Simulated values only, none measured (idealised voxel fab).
Module name: voxel wiring stack (process module)
Square cells of 5 nm make up the cross-section cut, whose width is 195 nm.
Just so we're on the same page, the cross-sections are grids of square cells, and they're listed out in bands top to bottom, each band one or more rows deep. What a band's entry tells you: where the top is and where the bottom is, as heights in nm, and after that what lies inside, material by material from left to right, each with its width in nm. Empty space is written as the word "blank", and a single material marked with the word "everywhere" occupies the band from edge to edge. A quick word on heights: they are counted from 0, and under that level the wafer as it came to us is one material throughout. The lowest band is different from the rest in having no bottom; it simply continues downward, written as in "top 0, no bottom". Quick explanation for "30->40": the width changes in equal steps down the rows of cells, from the first number in the band's top row to the second number in its bottom row. The designation "no modifications", where it is given for a processing step, indicates that no cell of the cross-section was altered in the course of that step. Entry "Closed void inventory". Content: empty spaces with no open connection to the top, size 8 cells or greater. Each: width x height at distance. Distance: from left edge. Unit: nm. Note: text after step settings on the step line = simulator remark on that step. overlay nm: how far to the right of its planned place the mask lay on this masked step (negative: to the left). Below you will find pairs of cross-sections. In each, one shows the wafer before one process step and the other after it, with the after view ending at the lowest band that changed. Under each pair is the step separating them, along with its settings. Do not assume the pairs form a chain: they can come from different runs of this module on the same starting wafer, and a pair continues from the pair above it only when its "Cross-section, before" entry says so.
## Cross-section, before
- top 50, bottom 35 = 55 lowk / 5 TiN / 5 Ru / 5 TiN / 40 lowk / 5 TiN / 5 Ru / 5 TiN / 70 lowk
- top 35, bottom 30 = 55 SiCN / 15 TiN / 40 SiCN / 15 TiN / 70 SiCN
- top 30, bottom 15 = 55 SiO2 / 5 TiN / 15 W / 5 TiN / 30 SiO2 / 5 TiN / 15 W / 5 TiN / 60 SiO2
- top 15, bottom 10 = 55 SiCN / 25 TiN / 30 SiCN / 25 TiN / 60 SiCN
- top 10, bottom 0 = SiO2 everywhere
- top 0, no bottom = Si everywhere
- Closed void inventory: none
## Post-Process Section
- top 65, bottom 50 = W everywhere
- Under 50: no change, same as before.
- Closed void inventory: none
What was done to get from the before section above to the after section? op DIRECTIONAL_DEP | material W | thk nm 15
Cross-section, before: starting point is the after cross-section of the pair just above.
## Post-Process Section
- top 70, bottom 65 = TiN everywhere
- Under 65: no change, same as before.
- Closed void inventory: none
What was done to get from the before section above to the after section? op DIRECTIONAL_DEP | material TiN | thk nm 5
Cross-section, before: starting point is the after cross-section of the pair just above.
## Post-Process Section
- top 80, bottom 70 = aC everywhere
- Under 70: no change, same as before.
- Closed void inventory: none
What was done to get from the before section above to the after section? op DIRECTIONAL_DEP | material aC | thk nm 10
Cross-section, before: starting point is the after cross-section of the pair just above.
## Post-Process Section
- top 105, bottom 80 = 55 blank / 25 resist / 30 blank / 25 resist / 60 blank
- Under 80: no change, same as before.
- Closed void inventory: none
What was done to get from the before section above to the after section? op PATTERN | tone cover | mask id METAL_2 | material resist | width nm 25 | pitch nm 55 | thk nm 25 | overlay nm 0
Cross-section, before: starting point is the after cross-section of the pair just above.
## Post-Process Section
- top 95, bottom 80 = 55 blank / 25 resist / 30 blank / 25 resist / 60 blank
- top 80, bottom 70 = 55 blank / 25 aC / 30 blank / 25 aC / 60 blank
- Under 70: no change, same as before.
- Closed void inventory: none
What was done to get from the before section above to the after section? op DIRECTIONAL_ETCH | etch materials aC | depth nm 10
Cross-section, before: starting point is the after cross-section of the pair just above.
## Post-Process Section
- top 80, bottom 70 = 55 blank / 25 aC / 30 blank / 25 aC / 60 blank
- Under 70: no change, same as before.
- Closed void inventory: none
What was done to get from the before section above to the after section? op STRIP | etch materials resist
Cross-section, before: starting point is the after cross-section of the pair just above.
## Post-Process Section
- top 80, bottom 70 = 55 blank / 25 aC / 30 blank / 25 aC / 60 blank
- top 70, bottom 65 = 55 blank / 25 TiN / 30 blank / 25 TiN / 60 blank
- Under 65: no change, same as before.
- Closed void inventory: none
What was done to get from the before section above to the after section? op DIRECTIONAL_ETCH | etch materials TiN | depth nm 5
Cross-section, before: starting point is the after cross-section of the pair just above.
## Post-Process Section
- top 70, bottom 65 = 55 blank / 25 TiN / 30 blank / 25 TiN / 60 blank
- Under 65: no change, same as before.
- Closed void inventory: none
What was done to get from the before section above to the after section? op STRIP | etch materials aC
Cross-section, before: starting point is the after cross-section of the pair just above.
## Post-Process Section
- top 75, bottom 70 = 50 blank / 35 SiN / 20 blank / 35 SiN / 55 blank
- top 70, bottom 65 = 55 SiN / 25 TiN / 30 SiN / 25 TiN / 60 SiN
- Under 65: no change, same as before.
- Closed void inventory: none
What was done to get from the before section above to the after section? op CONFORMAL_DEP | material SiN | thk nm 5
Cross-section, before: starting point is the after cross-section of the pair just above.
## Post-Process Section
- top 80, bottom 75 = SiO2 everywhere
- top 75, bottom 70 = 50 SiO2 / 35 SiN / 20 SiO2 / 35 SiN / 55 SiO2
- Under 70: no change, same as before.
- Closed void inventory: none
What was done to get from the before section above to the after section? op FILL_DEP | material SiO2 | thk nm 5
Cross-section, before: starting point is the after cross-section of the pair just above.
## Post-Process Section
- top 70, bottom 65 = 55 SiN / 25 TiN / 30 SiN / 25 TiN / 60 SiN
- Under 65: no change, same as before.
- Closed void inventory: none
What was done to get from the before section above to the after section? op CMP | height nm 70
Cross-section, before: starting point is the after cross-section of the pair just above.
## Post-Process Section
- top 75, bottom 70 = SiCN everywhere
- Under 70: no change, same as before.
- Closed void inventory: none
What was done to get from the before section above to the after section? op CONFORMAL_DEP | material SiCN | thk nm 5
Cross-section, before: starting point is the after cross-section of the pair just above.
## Post-Process Section
- top 100, bottom 75 = lowk everywhere
- Under 75: no change, same as before.
- Closed void inventory: none
What was done to get from the before section above to the after section? op DIRECTIONAL_DEP | material lowk | thk nm 25
Cross-section, before: starting point is the after cross-section of the pair just above.
## Post-Process Section
- top 100, bottom 75 = 55 lowk / 15 blank / 125 lowk
- Under 75: no change, same as before.
- Closed void inventory: none
What was done to get from the before section above to the after section? op MASKED_ETCH | tone open | mask id METAL_3_HOLES | width nm 15 | etch materials lowk | depth nm 25 | overlay nm 0
Cross-section, before: starting point is the after cross-section of the pair just above.
## Post-Process Section
- top 120, bottom 100 = 55 resist / 25 blank / 30 resist / 25 blank / 60 resist
- Under 100: no change, same as before.
- Closed void inventory: none
What was done to get from the before section above to the after section? op PATTERN | tone open | mask id METAL_3 | material resist | width nm 25 | pitch nm 55 | thk nm 20 | overlay nm 0
Cross-section, before: starting point is the after cross-section of the pair just above.
## Post-Process Section
- top 120, bottom 100 = 55 resist / 25 blank / 30 resist / 25 blank / 60 resist
- top 100, bottom 85 = 55 lowk / 25 blank / 30 lowk / 25 blank / 60 lowk
- Under 85: no change, same as before.
- Closed void inventory: none
What was done to get from the before section above to the after section? op DIRECTIONAL_ETCH | etch materials lowk | depth nm 15
Cross-section, before: starting point is the after cross-section of the pair just above.
## Post-Process Section
- top 120, bottom 100 = 55 resist / 25 blank / 30 resist / 25 blank / 60 resist
- top 100, bottom 85 = 55 lowk / 25 blank / 30 lowk / 25 blank / 60 lowk
- top 85, bottom 75 = 55 lowk / 15 blank / 125 lowk
- top 75, bottom 70 = 55 SiCN / 15 blank / 125 SiCN
- Under 70: no change, same as before.
- Closed void inventory: none
What was done to get from the before section above to the after section? op DIRECTIONAL_ETCH | etch materials SiCN | depth nm 5
Cross-section, before: starting point is the after cross-section of the pair just above.
## Post-Process Section
- top 100, bottom 85 = 55 lowk / 25 blank / 30 lowk / 25 blank / 60 lowk
- Under 85: no change, same as before.
- Closed void inventory: none
What was done to get from the before section above to the after section? op STRIP | etch materials resist
Cross-section, before: starting point is the after cross-section of the pair just above.
## Post-Process Section
- top 105, bottom 100 = 60 TiN / 15 blank / 40 TiN / 15 blank / 65 TiN
- top 100, bottom 90 = 55 lowk / 5 TiN / 15 blank / 5 TiN / 30 lowk / 5 TiN / 15 blank / 5 TiN / 60 lowk
- top 90, bottom 85 = 55 lowk / 5 TiN / 5 blank / 15 TiN / 30 lowk / 25 TiN / 60 lowk
- top 85, bottom 75 = 55 lowk / 5 TiN / 5 blank / 5 TiN / 125 lowk
- top 75, bottom 70 = 55 SiCN / 15 TiN / 125 SiCN
- Under 70: no change, same as before.
- Closed void inventory: none
What was done to get from the before section above to the after section? op CONFORMAL_DEP | material TiN | thk nm 5
Cross-section, before: starting point is the after cross-section of the pair just above.
## Post-Process Section
- top 115, bottom 105 = Cu everywhere
- top 105, bottom 100 = 60 TiN / 15 Cu / 40 TiN / 15 Cu / 65 TiN
- top 100, bottom 90 = 55 lowk / 5 TiN / 15 Cu / 5 TiN / 30 lowk / 5 TiN / 15 Cu / 5 TiN / 60 lowk
- top 90, bottom 85 = 55 lowk / 5 TiN / 5 Cu / 15 TiN / 30 lowk / 25 TiN / 60 lowk
- top 85, bottom 75 = 55 lowk / 5 TiN / 5 Cu / 5 TiN / 125 lowk
- Under 75: no change, same as before.
- Closed void inventory: none
What was done to get from the before section above to the after section? op FILL_DEP | material Cu | thk nm 10
Cross-section, before: starting point is the after cross-section of the pair just above.
## Post-Process Section
- top 100, bottom 90 = 55 lowk / 5 TiN / 15 Cu / 5 TiN / 30 lowk / 5 TiN / 15 Cu / 5 TiN / 60 lowk
- Under 90: no change, same as before.
- Closed void inventory: none
What was done to get from the before section above to the after section? op CMP | height nm 100
Cross-section, before: starting point is the after cross-section of the pair just above.
## Post-Process Section
- top 105, bottom 100 = SiCN everywhere
- Under 100: no change, same as before.
- Closed void inventory: none
What was done to get from the before section above to the after section? op CONFORMAL_DEP | material SiCN | thk nm 5
## Cross-section, before
- top 75, bottom 70 = SiCN everywhere
- top 70, bottom 55 = 50 SiO2 / 5 SiN / 25 W / 5 SiN / 20 SiO2 / 5 SiN / 25 W / 5 SiN / 55 SiO2
- top 55, bottom 50 = 55 SiN / 25 TiN / 30 SiN / 25 TiN / 60 SiN
- top 50, bottom 35 = 55 lowk / 5 TiN / 5 Ru / 5 TiN / 40 lowk / 5 TiN / 5 Ru / 5 TiN / 70 lowk
- top 35, bottom 30 = 55 SiCN / 15 TiN / 40 SiCN / 15 TiN / 70 SiCN
- top 30, bottom 15 = 55 SiO2 / 5 TiN / 15 W / 5 TiN / 30 SiO2 / 5 TiN / 15 W / 5 TiN / 60 SiO2
- top 15, bottom 10 = 55 SiCN / 25 TiN / 30 SiCN / 25 TiN / 60 SiCN
- top 10, bottom 0 = SiO2 everywhere
- top 0, no bottom = Si everywhere
- Closed void inventory: none
## Post-Process Section
- top 90, bottom 75 = lowk everywhere
- Under 75: no change, same as before.
- Closed void inventory: none
What was done to get from the before section above to the after section? op DIRECTIONAL_DEP | material lowk | thk nm 15
Cross-section, before: starting point is the after cross-section of the pair just above.
## Post-Process Section
- top 90, bottom 75 = 55 lowk / 15 blank / 125 lowk
- Under 75: no change, same as before.
- Closed void inventory: none
What was done to get from the before section above to the after section? op MASKED_ETCH | tone open | mask id METAL_3_HOLES | width nm 15 | etch materials lowk | depth nm 25 | overlay nm 0
Cross-section, before: starting point is the after cross-section of the pair just above.
## Post-Process Section
- top 110, bottom 90 = 55 resist / 25 blank / 30 resist / 25 blank / 60 resist
- Under 90: no change, same as before.
- Closed void inventory: none
What was done to get from the before section above to the after section? op PATTERN | tone open | mask id METAL_3 | material resist | width nm 25 | pitch nm 55 | thk nm 20 | overlay nm 0
Cross-section, before: starting point is the after cross-section of the pair just above.
## Post-Process Section
- top 110, bottom 90 = 55 resist / 25 blank / 30 resist / 25 blank / 60 resist
- top 90, bottom 75 = 55 lowk / 25 blank / 30 lowk / 25 blank / 60 lowk
- Under 75: no change, same as before.
- Closed void inventory: none
What was done to get from the before section above to the after section? op DIRECTIONAL_ETCH | etch materials lowk | depth nm 15
Cross-section, before: starting point is the after cross-section of the pair just above.
## Post-Process Section
- top 110, bottom 90 = 55 resist / 25 blank / 30 resist / 25 blank / 60 resist
- top 90, bottom 75 = 55 lowk / 25 blank / 30 lowk / 25 blank / 60 lowk
- top 75, bottom 70 = 55 SiCN / 25 blank / 30 SiCN / 25 blank / 60 SiCN
- Under 70: no change, same as before.
- Closed void inventory: none
What was done to get from the before section above to the after section? op DIRECTIONAL_ETCH | etch materials SiCN | depth nm 5
Cross-section, before: starting point is the after cross-section of the pair just above.
## Post-Process Section
- top 90, bottom 75 = 55 lowk / 25 blank / 30 lowk / 25 blank / 60 lowk
- Under 75: no change, same as before.
- Closed void inventory: none
What was done to get from the before section above to the after section? op STRIP | etch materials resist
Cross-section, before: starting point is the after cross-section of the pair just above.
## Post-Process Section
- top 95, bottom 90 = 60 TiN / 15 blank / 40 TiN / 15 blank / 65 TiN
- top 90, bottom 75 = 55 lowk / 5 TiN / 15 blank / 5 TiN / 30 lowk / 5 TiN / 15 blank / 5 TiN / 60 lowk
- top 75, bottom 70 = 55 SiCN / 25 TiN / 30 SiCN / 25 TiN / 60 SiCN
- Under 70: no change, same as before.
- Closed void inventory: none
What was done to get from the before section above to the after section? op CONFORMAL_DEP | material TiN | thk nm 5
Cross-section, before: starting point is the after cross-section of the pair just above.
## Post-Process Section
- top 105, bottom 95 = Cu everywhere
- top 95, bottom 90 = 60 TiN / 15 Cu / 40 TiN / 15 Cu / 65 TiN
- top 90, bottom 75 = 55 lowk / 5 TiN / 15 Cu / 5 TiN / 30 lowk / 5 TiN / 15 Cu / 5 TiN / 60 lowk
- Under 75: no change, same as before.
- Closed void inventory: none
What was done to get from the before section above to the after section? op FILL_DEP | material Cu | thk nm 10
Cross-section, before: starting point is the after cross-section of the pair just above.
## Post-Process Section
- top 100, bottom 95 = Cu everywhere
- Under 95: no change, same as before.
- Closed void inventory: none
What was done to get from the before section above to the after section? op CMP | height nm 100
Cross-section, before: starting point is the after cross-section of the pair just above.
## Post-Process Section
- top 105, bottom 100 = SiCN everywhere
- Under 100: no change, same as before.
- Closed void inventory: none
What was done to get from the before section above to the after section? op CONFORMAL_DEP | material SiCN | thk nm 5
## Cross-section, before
- top 50, bottom 35 = lowk everywhere
- top 35, bottom 30 = SiCN everywhere
- top 30, bottom 15 = 55 SiO2 / 5 TiN / 15 W / 5 TiN / 30 SiO2 / 5 TiN / 15 W / 5 TiN / 60 SiO2
- top 15, bottom 10 = 55 SiCN / 25 TiN / 30 SiCN / 25 TiN / 60 SiCN
- top 10, bottom 0 = SiO2 everywhere
- top 0, no bottom = Si everywhere
- Closed void inventory: none
## Post-Process Section
- top 65, bottom 50 = 55 resist / 20 blank / 35 resist / 20 blank / 65 resist
- Under 50: no change, same as before.
- Closed void inventory: none
What was done to get from the before section above to the after section? op PATTERN | tone open | mask id PLUG_1 | material resist | width nm 20 | pitch nm 55 | thk nm 15 | overlay nm 0
Cross-section, before: starting point is the after cross-section of the pair just above.
## Post-Process Section
- top 65, bottom 50 = 55 resist / 20 blank / 35 resist / 20 blank / 65 resist
- top 50, bottom 35 = 55 lowk / 20 blank / 35 lowk / 20 blank / 65 lowk
- Under 35: no change, same as before.
- Closed void inventory: none
What was done to get from the before section above to the after section? op DIRECTIONAL_ETCH | etch materials lowk | depth nm 15
Cross-section, before: starting point is the after cross-section of the pair just above.
## Post-Process Section
- top 65, bottom 50 = 55 resist / 20 blank / 35 resist / 20 blank / 65 resist
- top 50, bottom 35 = 55 lowk / 20 blank / 35 lowk / 20 blank / 65 lowk
- top 35, bottom 30 = 55 SiCN / 20 blank / 35 SiCN / 20 blank / 65 SiCN
- Under 30: no change, same as before.
- Closed void inventory: none
What was done to get from the before section above to the after section? op DIRECTIONAL_ETCH | etch materials SiCN | depth nm 5
Cross-section, before: starting point is the after cross-section of the pair just above.
## Post-Process Section
- top 50, bottom 35 = 55 lowk / 20 blank / 35 lowk / 20 blank / 65 lowk
- Under 35: no change, same as before.
- Closed void inventory: none
What was done to get from the before section above to the after section? op STRIP | etch materials resist
Cross-section, before: starting point is the after cross-section of the pair just above.
## Post-Process Section
- top 55, bottom 50 = 60 TiN / 10 blank / 45 TiN / 10 blank / 70 TiN
- top 50, bottom 35 = 55 lowk / 5 TiN / 10 blank / 5 TiN / 35 lowk / 5 TiN / 10 blank / 5 TiN / 65 lowk
- top 35, bottom 30 = 55 SiCN / 20 TiN / 35 SiCN / 20 TiN / 65 SiCN
- Under 30: no change, same as before.
- Closed void inventory: none
What was done to get from the before section above to the after section? op CONFORMAL_DEP | material TiN | thk nm 5
Cross-section, before: starting point is the after cross-section of the pair just above.
## Post-Process Section
- top 65, bottom 55 = Ru everywhere
- top 55, bottom 50 = 60 TiN / 10 Ru / 45 TiN / 10 Ru / 70 TiN
- top 50, bottom 35 = 55 lowk / 5 TiN / 10 Ru / 5 TiN / 35 lowk / 5 TiN / 10 Ru / 5 TiN / 65 lowk
- Under 35: no change, same as before.
- Closed void inventory: none
What was done to get from the before section above to the after section? op FILL_DEP | material Ru | thk nm 10
Cross-section, before: starting point is the after cross-section of the pair just above.
## Post-Process Section
- top 50, bottom 35 = 55 lowk / 5 TiN / 10 Ru / 5 TiN / 35 lowk / 5 TiN / 10 Ru / 5 TiN / 65 lowk
- Under 35: no change, same as before.
- Closed void inventory: none
What was done to get from the before section above to the after section? op CMP | height nm 50
Cross-section, before: starting point is the after cross-section of the pair just above.
## Post-Process Section
- top 55, bottom 50 = TiN everywhere
- Under 50: no change, same as before.
- Closed void inventory: none
What was done to get from the before section above to the after section? op DIRECTIONAL_DEP | material TiN | thk nm 5
Cross-section, before: starting point is the after cross-section of the pair just above.
## Post-Process Section
- top 70, bottom 55 = W everywhere
- Under 55: no change, same as before.
- Closed void inventory: none
What was done to get from the before section above to the after section? op DIRECTIONAL_DEP | material W | thk nm 15
Cross-section, before: starting point is the after cross-section of the pair just above.
## Post-Process Section
- top 80, bottom 70 = aC everywhere
- Under 70: no change, same as before.
- Closed void inventory: none
What was done to get from the before section above to the after section? op DIRECTIONAL_DEP | material aC | thk nm 10
Cross-section, before: starting point is the after cross-section of the pair just above.
## Post-Process Section
- top 105, bottom 80 = 55 blank / 25 resist / 30 blank / 25 resist / 60 blank
- Under 80: no change, same as before.
- Closed void inventory: none
What was done to get from the before section above to the after section? op PATTERN | tone cover | mask id METAL_2 | material resist | width nm 25 | pitch nm 55 | thk nm 25 | overlay nm 0
Cross-section, before: starting point is the after cross-section of the pair just above.
## Post-Process Section
- top 95, bottom 80 = 55 blank / 25 resist / 30 blank / 25 resist / 60 blank
- top 80, bottom 70 = 55 blank / 25 aC / 30 blank / 25 aC / 60 blank
- Under 70: no change, same as before.
- Closed void inventory: none
What was done to get from the before section above to the after section? op DIRECTIONAL_ETCH | etch materials aC | depth nm 10
Cross-section, before: starting point is the after cross-section of the pair just above.
## Post-Process Section
- top 80, bottom 70 = 55 blank / 25 aC / 30 blank / 25 aC / 60 blank
- Under 70: no change, same as before.
- Closed void inventory: none
What was done to get from the before section above to the after section? op STRIP | etch materials resist
Cross-section, before: starting point is the after cross-section of the pair just above.
## Post-Process Section
- top 80, bottom 70 = 55 blank / 25 aC / 30 blank / 25 aC / 60 blank
- top 70, bottom 55 = 55 blank / 25 W / 30 blank / 25 W / 60 blank
- Under 55: no change, same as before.
- Closed void inventory: none
What was done to get from the before section above to the after section? op DIRECTIONAL_ETCH | etch materials W | depth nm 15
Cross-section, before: starting point is the after cross-section of the pair just above.
## Post-Process Section
- top 80, bottom 70 = 55 blank / 25 aC / 30 blank / 25 aC / 60 blank
- top 70, bottom 55 = 55 blank / 25 W / 30 blank / 25 W / 60 blank
- top 55, bottom 50 = 55 blank / 25 TiN / 30 blank / 25 TiN / 60 blank
- Under 50: no change, same as before.
- Closed void inventory: none
What was done to get from the before section above to the after section? op DIRECTIONAL_ETCH | etch materials TiN | depth nm 5
Cross-section, before: starting point is the after cross-section of the pair just above.
## Post-Process Section
- top 70, bottom 55 = 55 blank / 25 W / 30 blank / 25 W / 60 blank
- Under 55: no change, same as before.
- Closed void inventory: none
What was done to get from the before section above to the after section? op STRIP | etch materials aC
Cross-section, before: starting point is the after cross-section of the pair just above.
## Post-Process Section
- top 75, bottom 70 = 50 blank / 35 SiN / 20 blank / 35 SiN / 55 blank
- top 70, bottom 55 = 50 blank / 5 SiN / 25 W / 5 SiN / 20 blank / 5 SiN / 25 W / 5 SiN / 55 blank
- top 55, bottom 50 = 55 SiN / 25 TiN / 30 SiN / 25 TiN / 60 SiN
- Under 50: no change, same as before.
- Closed void inventory: none
What was done to get from the before section above to the after section? op CONFORMAL_DEP | material SiN | thk nm 5
Cross-section, before: starting point is the after cross-section of the pair just above.
## Post-Process Section
- top 80, bottom 75 = SiO2 everywhere
- top 75, bottom 70 = 50 SiO2 / 35 SiN / 20 SiO2 / 35 SiN / 55 SiO2
- top 70, bottom 55 = 50 SiO2 / 5 SiN / 25 W / 5 SiN / 20 SiO2 / 5 SiN / 25 W / 5 SiN / 55 SiO2
- Under 55: no change, same as before.
- Closed void inventory: none
What was done to get from the before section above to the after section? op FILL_DEP | material SiO2 | thk nm 5
Cross-section, before: starting point is the after cross-section of the pair just above.
## Post-Process Section
- top 70, bottom 55 = 50 SiO2 / 5 SiN / 25 W / 5 SiN / 20 SiO2 / 5 SiN / 25 W / 5 SiN / 55 SiO2
- Under 55: no change, same as before.
- Closed void inventory: none
What was done to get from the before section above to the after section? op CMP | height nm 70
Cross-section, before: starting point is the after cross-section of the pair just above.
## Post-Process Section
- top 75, bottom 70 = SiCN everywhere
- Under 70: no change, same as before.
- Closed void inventory: none
What was done to get from the before section above to the after section? op CONFORMAL_DEP | material SiCN | thk nm 5
Cross-section, before: starting point is the after cross-section of the pair just above.
## Post-Process Section
- top 100, bottom 75 = lowk everywhere
- Under 75: no change, same as before.
- Closed void inventory: none
What was done to get from the before section above to the after section? op DIRECTIONAL_DEP | material lowk | thk nm 25
Cross-section, before: starting point is the after cross-section of the pair just above.
## Post-Process Section
- top 100, bottom 75 = 55 lowk / 15 blank / 125 lowk
- Under 75: no change, same as before.
- Closed void inventory: none
What was done to get from the before section above to the after section? op MASKED_ETCH | tone open | mask id METAL_3_HOLES | width nm 15 | etch materials lowk | depth nm 25 | overlay nm 0
Cross-section, before: starting point is the after cross-section of the pair just above.
## Post-Process Section
- top 120, bottom 100 = 55 resist / 25 blank / 30 resist / 25 blank / 60 resist
- Under 100: no change, same as before.
- Closed void inventory: none
What was done to get from the before section above to the after section? op PATTERN | tone open | mask id METAL_3 | material resist | width nm 25 | pitch nm 55 | thk nm 20 | overlay nm 0
Cross-section, before: starting point is the after cross-section of the pair just above.
## Post-Process Section
- top 120, bottom 100 = 55 resist / 25 blank / 30 resist / 25 blank / 60 resist
- top 100, bottom 85 = 55 lowk / 25 blank / 30 lowk / 25 blank / 60 lowk
- Under 85: no change, same as before.
- Closed void inventory: none
What was done to get from the before section above to the after section? op DIRECTIONAL_ETCH | etch materials lowk | depth nm 15
Cross-section, before: starting point is the after cross-section of the pair just above.
## Post-Process Section
- top 120, bottom 100 = 55 resist / 25 blank / 30 resist / 25 blank / 60 resist
- top 100, bottom 85 = 55 lowk / 25 blank / 30 lowk / 25 blank / 60 lowk
- top 85, bottom 75 = 55 lowk / 15 blank / 125 lowk
- top 75, bottom 70 = 55 SiCN / 15 blank / 125 SiCN
- Under 70: no change, same as before.
- Closed void inventory: none
What was done to get from the before section above to the after section? op DIRECTIONAL_ETCH | etch materials SiCN | depth nm 5
Cross-section, before: starting point is the after cross-section of the pair just above.
## Post-Process Section
- top 100, bottom 85 = 55 lowk / 25 blank / 30 lowk / 25 blank / 60 lowk
- Under 85: no change, same as before.
- Closed void inventory: none
What was done to get from the before section above to the after section? op STRIP | etch materials resist
Cross-section, before: starting point is the after cross-section of the pair just above.
## Post-Process Section
- top 105, bottom 100 = 60 TiN / 15 blank / 40 TiN / 15 blank / 65 TiN
- top 100, bottom 90 = 55 lowk / 5 TiN / 15 blank / 5 TiN / 30 lowk / 5 TiN / 15 blank / 5 TiN / 60 lowk
- top 90, bottom 85 = 55 lowk / 5 TiN / 5 blank / 15 TiN / 30 lowk / 25 TiN / 60 lowk
- top 85, bottom 75 = 55 lowk / 5 TiN / 5 blank / 5 TiN / 125 lowk
- top 75, bottom 70 = 55 SiCN / 15 TiN / 125 SiCN
- Under 70: no change, same as before.
- Closed void inventory: none
What was done to get from the before section above to the after section? op CONFORMAL_DEP | material TiN | thk nm 5
Cross-section, before: starting point is the after cross-section of the pair just above.
## Post-Process Section
- top 115, bottom 105 = Cu everywhere
- top 105, bottom 100 = 60 TiN / 15 Cu / 40 TiN / 15 Cu / 65 TiN
- top 100, bottom 90 = 55 lowk / 5 TiN / 15 Cu / 5 TiN / 30 lowk / 5 TiN / 15 Cu / 5 TiN / 60 lowk
- top 90, bottom 85 = 55 lowk / 5 TiN / 5 Cu / 15 TiN / 30 lowk / 25 TiN / 60 lowk
- top 85, bottom 75 = 55 lowk / 5 TiN / 5 Cu / 5 TiN / 125 lowk
- Under 75: no change, same as before.
- Closed void inventory: none
What was done to get from the before section above to the after section? op FILL_DEP | material Cu | thk nm 10
Cross-section, before: starting point is the after cross-section of the pair just above.
## Post-Process Section
- top 100, bottom 90 = 55 lowk / 5 TiN / 15 Cu / 5 TiN / 30 lowk / 5 TiN / 15 Cu / 5 TiN / 60 lowk
- Under 90: no change, same as before.
- Closed void inventory: none
What was done to get from the before section above to the after section? op CMP | height nm 100
Cross-section, before: starting point is the after cross-section of the pair just above.
## Post-Process Section
- top 105, bottom 100 = SiCN everywhere
- Under 100: no change, same as before.
- Closed void inventory: none
What was done to get from the before section above to the after section? op CONFORMAL_DEP | material SiCN | thk nm 5
## Cross-section, before
- top 100, bottom 75 = 55 lowk / 15 blank / 125 lowk
- top 75, bottom 70 = SiCN everywhere
- top 70, bottom 55 = 50 SiO2 / 5 SiN / 25 W / 5 SiN / 20 SiO2 / 5 SiN / 25 W / 5 SiN / 55 SiO2
- top 55, bottom 50 = 55 SiN / 25 TiN / 30 SiN / 25 TiN / 60 SiN
- top 50, bottom 35 = 55 lowk / 5 TiN / 5 Ru / 5 TiN / 40 lowk / 5 TiN / 5 Ru / 5 TiN / 70 lowk
- top 35, bottom 30 = 55 SiCN / 15 TiN / 40 SiCN / 15 TiN / 70 SiCN
- top 30, bottom 15 = 55 SiO2 / 5 TiN / 15 W / 5 TiN / 30 SiO2 / 5 TiN / 15 W / 5 TiN / 60 SiO2
- top 15, bottom 10 = 55 SiCN / 25 TiN / 30 SiCN / 25 TiN / 60 SiCN
- top 10, bottom 0 = SiO2 everywhere
- top 0, no bottom = Si everywhere
- Closed void inventory: none
## Post-Process Section
- top 120, bottom 100 = 50 resist / 25 blank / 30 resist / 25 blank / 65 resist
- Under 100: no change, same as before.
- Closed void inventory: none
What was done to get from the before section above to the after section? op PATTERN | tone open | mask id METAL_3 | material resist | width nm 25 | pitch nm 55 | thk nm 20 | overlay nm -5
Cross-section, before: starting point is the after cross-section of the pair just above.
## Post-Process Section
- top 120, bottom 100 = 50 resist / 25 blank / 30 resist / 25 blank / 65 resist
- top 100, bottom 85 = 50 lowk / 25 blank / 30 lowk / 25 blank / 65 lowk
- Under 85: no change, same as before.
- Closed void inventory: none
What was done to get from the before section above to the after section? op DIRECTIONAL_ETCH | etch materials lowk | depth nm 15
Cross-section, before: starting point is the after cross-section of the pair just above.
## Post-Process Section
- top 120, bottom 100 = 50 resist / 25 blank / 30 resist / 25 blank / 65 resist
- top 100, bottom 85 = 50 lowk / 25 blank / 30 lowk / 25 blank / 65 lowk
- top 85, bottom 75 = 55 lowk / 15 blank / 125 lowk
- top 75, bottom 70 = 55 SiCN / 15 blank / 125 SiCN
- Under 70: no change, same as before.
- Closed void inventory: none
What was done to get from the before section above to the after section? op DIRECTIONAL_ETCH | etch materials SiCN | depth nm 5
Cross-section, before: starting point is the after cross-section of the pair just above.
## Post-Process Section
- top 100, bottom 85 = 50 lowk / 25 blank / 30 lowk / 25 blank / 65 lowk
- Under 85: no change, same as before.
- Closed void inventory: none
What was done to get from the before section above to the after section? op STRIP | etch materials resist
Cross-section, before: starting point is the after cross-section of the pair just above.
## Post-Process Section
- top 105, bottom 100 = 55 TiN / 15 blank / 40 TiN / 15 blank / 70 TiN
- top 100, bottom 90 = 50 lowk / 5 TiN / 15 blank / 5 TiN / 30 lowk / 5 TiN / 15 blank / 5 TiN / 65 lowk
- top 90, bottom 85 = 50 lowk / 10 TiN / 5 blank / 10 TiN / 30 lowk / 25 TiN / 65 lowk
- top 85, bottom 75 = 55 lowk / 5 TiN / 5 blank / 5 TiN / 125 lowk
- top 75, bottom 70 = 55 SiCN / 15 TiN / 125 SiCN
- Under 70: no change, same as before.
- Closed void inventory: none
What was done to get from the before section above to the after section? op CONFORMAL_DEP | material TiN | thk nm 5
Cross-section, before: starting point is the after cross-section of the pair just above.
## Post-Process Section
- top 115, bottom 105 = Cu everywhere
- top 105, bottom 100 = 55 TiN / 15 Cu / 40 TiN / 15 Cu / 70 TiN
- top 100, bottom 90 = 50 lowk / 5 TiN / 15 Cu / 5 TiN / 30 lowk / 5 TiN / 15 Cu / 5 TiN / 65 lowk
- top 90, bottom 85 = 50 lowk / 10 TiN / 5 Cu / 10 TiN / 30 lowk / 25 TiN / 65 lowk
- top 85, bottom 75 = 55 lowk / 5 TiN / 5 Cu / 5 TiN / 125 lowk
- Under 75: no change, same as before.
- Closed void inventory: none
What was done to get from the before section above to the after section? op FILL_DEP | material Cu | thk nm 10
Cross-section, before: starting point is the after cross-section of the pair just above.
## Post-Process Section
- top 100, bottom 90 = 50 lowk / 5 TiN / 15 Cu / 5 TiN / 30 lowk / 5 TiN / 15 Cu / 5 TiN / 65 lowk
- Under 90: no change, same as before.
- Closed void inventory: none
What was done to get from the before section above to the after section? op CMP | height nm 100
Cross-section, before: starting point is the after cross-section of the pair just above.
## Post-Process Section
- top 105, bottom 100 = SiCN everywhere
- Under 100: no change, same as before.
- Closed void inventory: none
What was done to get from the before section above to the after section? op CONFORMAL_DEP | material SiCN | thk nm 5
## Cross-section, before
- top 15, bottom 10 = SiCN everywhere
- top 10, bottom 0 = SiO2 everywhere
- top 0, no bottom = Si everywhere
- Closed void inventory: none
## Post-Process Section
- top 30, bottom 15 = W everywhere
- Under 15: no change, same as before.
- Closed void inventory: none
What was done to get from the before section above to the after section? op DIRECTIONAL_DEP | material W | thk nm 15
